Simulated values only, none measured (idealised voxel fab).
The name of this process module is voxel tone inversion.
Pictured: cross-section cut, 250 nm wide, on a grid of 5 nm square cells.
Format of a cross-section: grid, square cells. Given as bands. Order: top down. Band: one or more rows of cells.
Basically the band line says how high the top is and how high the bottom is, in nm, and then what's in it from left to right, every material with its width in nm. Empty space shows up as "empty", and if a single material carries "full width" it runs the full band edge to edge.
Heights from 0 (as-received wafer is one material below). Bottom band endless downward, as "0 nm and below".
Width: "30 to 40" (first number = top row, second number = bottom row, same change from row to row of cells).
Where a step carries "left unchanged", the cross-section came out of it unchanged, cell for cell.
The label "Catalogued sealed voids" introduces a list of the empty spaces, 8 cells or larger, that have no open way up to the top; each entry in it reads width x height at distance, where the distance is taken from the left edge and all three are stated in nm.
Read whatever lies past the settings on a step's line as the simulator's own remark about the step.
A step line may carry the setting "overlay nm", which, for steps involving a mask, states the distance by which the mask lay to the right of its intended position; negative values denote displacement to the left.
# List of planned process steps
- 1: RECEIVE,material Si
- 2: CONFORMAL_DEP,material SiCN,thk nm 5
- 3: DIRECTIONAL_DEP,material polySi,thk nm 20
- 4: PATTERN,tone cover,mask id POSTS,material resist,width nm 15,pitch nm 50,thk nm 25,overlay nm 0
- 5: DIRECTIONAL_ETCH,etch materials polySi,depth nm 20
- 6: STRIP,etch materials resist
- 7: FILL_DEP,material lowk,thk nm 5
- 8: CMP,height nm 25
- 9: STRIP,etch materials polySi
- 10: CONFORMAL_DEP,material TiN,thk nm 5
- 11: FILL_DEP,material Ru,thk nm 5
- 12: CMP,height nm 25
- 13: CONFORMAL_DEP,material SiCN,thk nm 5
Across this set of wafers, the varied parameter is the width nm of step 4. Starting conditions are identical for every wafer, and the plan reports the value assigned to the first wafer.
# Cut through the first of several wafers as received, post step 1
  0 nm and below  Si full width
  Catalogued sealed voids: none
# First of several wafers: cross-section at the end of the module, after step 13, its last step
  30 nm to 25 nm  SiCN full width
  25 nm to 10 nm  90 nm lowk  5 nm TiN  5 nm Ru  5 nm TiN  35 nm lowk  5 nm TiN  5 nm Ru  5 nm TiN  95 nm lowk
  10 nm to 5 nm  90 nm lowk  15 nm TiN  35 nm lowk  15 nm TiN  95 nm lowk
  5 nm to 0 nm  SiCN full width
  0 nm and below  Si full width
  Catalogued sealed voids: none
# X-section, last wafer, module end
  30 nm to 25 nm  SiCN full width
  25 nm to 10 nm  80 nm lowk  5 nm TiN  25 nm Ru  5 nm TiN  15 nm lowk  5 nm TiN  25 nm Ru  5 nm TiN  85 nm lowk
  10 nm to 5 nm  80 nm lowk  35 nm TiN  15 nm lowk  35 nm TiN  85 nm lowk
  5 nm to 0 nm  SiCN full width
  0 nm and below  Si full width
  Catalogued sealed voids: none
# Per wafer, end of module: cells gained (+) or lost (-) per material since receipt, then closed voids
width nm 15; +6 Ru; +100 SiCN; +18 TiN; +176 lowk; Catalogued sealed voids: none
width nm 20; +12 Ru; +100 SiCN; +20 TiN; +168 lowk; Catalogued sealed voids: none
width nm 25; +18 Ru; +100 SiCN; +22 TiN; +160 lowk; Catalogued sealed voids: none
width nm 30; +24 Ru; +100 SiCN; +24 TiN; +152 lowk; Catalogued sealed voids: none
width nm 35; +30 Ru; +100 SiCN; +26 TiN; +144 lowk; Catalogued sealed voids: none
